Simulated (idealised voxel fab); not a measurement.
Process module in this document: voxel self aligned vias
Section cut is 190 nm wide and gridded with 5 nm square cells.
In this document a cross-section is written as a grid of square cells. It is given as a series of bands, listed from the top down, and a band is one or more rows of cells.
First you get the band's top height and its bottom height, in nm, and then the materials it's made of, left to right, with each width in nm. If you see a single material with "throughout", that one covers the band edge to edge. "blank" is empty space.
Counting heights begins at 0, where everything beneath is, in the wafer as received, one material. The lowest band has no bottom; it goes on downwards, as "0 and below" shows.
So if you see something like "30 to 40" for the width, read it as the top row of the band sitting at the first number and the bottom row at the second, with every row in between moving by the same amount as the last.
"left unchanged" after a step means that no cell of the cross-section changed.
What "Catalogued sealed voids" gives you is every empty space of 8 cells or more that is cut off from the top. Each appears as width x height at distance, with the distance taken from the left edge and width, height and distance all in nm.
Anything after a step's settings on that line? It's the simulator's own note about the step.
For masked steps, "overlay nm" on the step line gives how far right of plan the mask actually lay; a minus sign means it lay to the left.

The process steps that were planned are listed below:
1) RECEIVE with material Si
2) CONFORMAL_DEP with material SiO2, thk nm 10
3) CONFORMAL_DEP with material SiCN, thk nm 5
4) DIRECTIONAL_DEP with material lowk, thk nm 30
5) DIRECTIONAL_DEP with material aC, thk nm 10
6) PATTERN with tone open, mask id LINES, material resist, width nm 30, pitch nm 80, thk nm 25, overlay nm 0
7) DIRECTIONAL_ETCH with etch materials aC, depth nm 10
8) STRIP with etch materials resist
9) DIRECTIONAL_ETCH with etch materials lowk, depth nm 30
10) STRIP with etch materials aC
11) CONFORMAL_DEP with material TiN, thk nm 5
12) FILL_DEP with material Ru, thk nm 5
13) CMP with height nm 45
14) SELECTIVE_ETCH with etch materials W Ru TiN, depth nm 10
15) FILL_DEP with material SiN, thk nm 5
16) CMP with height nm 45
17) DIRECTIONAL_DEP with material lowk, thk nm 20
18) DIRECTIONAL_DEP with material aC, thk nm 10
19) PATTERN with tone open, mask id VIAS, material resist, width nm 40, pitch nm 80, thk nm 25, overlay nm 0
20) DIRECTIONAL_ETCH with etch materials aC, depth nm 10
21) STRIP with etch materials resist
22) DIRECTIONAL_ETCH with etch materials lowk, depth nm 20
23) DIRECTIONAL_ETCH with etch materials SiN, depth nm 10
24) STRIP with etch materials aC
25) CONFORMAL_DEP with material TiN, thk nm 5
26) FILL_DEP with material W, thk nm 5
27) CMP with height nm 65
28) CONFORMAL_DEP with material SiCN, thk nm 5
Among the wafers covered here, the point of difference is the width nm at step 19; their starting state is shared, and the plan presents the value of the first wafer.

Cross-section of the first of several received wafers, showing its state after step 1:
  0 and below  Si throughout
  Catalogued sealed voids: none

Here is how to read the rows: every wafer has a row, and it shows the wafer at the end of the module, giving for each material how many cells were gained (+) or lost (-) since the wafer was received, then listing its closed voids:
width nm 40, +24 Ru, +76 SiCN, +76 SiO2, +60 TiN, +52 W, +244 lowk, Catalogued sealed voids: none
width nm 45, +24 Ru, +76 SiCN, +76 SiO2, +62 TiN, +58 W, +236 lowk, Catalogued sealed voids: none
width nm 50, +24 Ru, +76 SiCN, +76 SiO2, +64 TiN, +64 W, +228 lowk, Catalogued sealed voids: none
width nm 55, +24 Ru, +76 SiCN, +76 SiO2, +66 TiN, +70 W, +220 lowk, Catalogued sealed voids: none
width nm 60, +24 Ru, +76 SiCN, +76 SiO2, +68 TiN, +76 W, +212 lowk, Catalogued sealed voids: none
width nm 65, +24 Ru, +76 SiCN, +76 SiO2, +70 TiN, +82 W, +204 lowk, Catalogued sealed voids: none
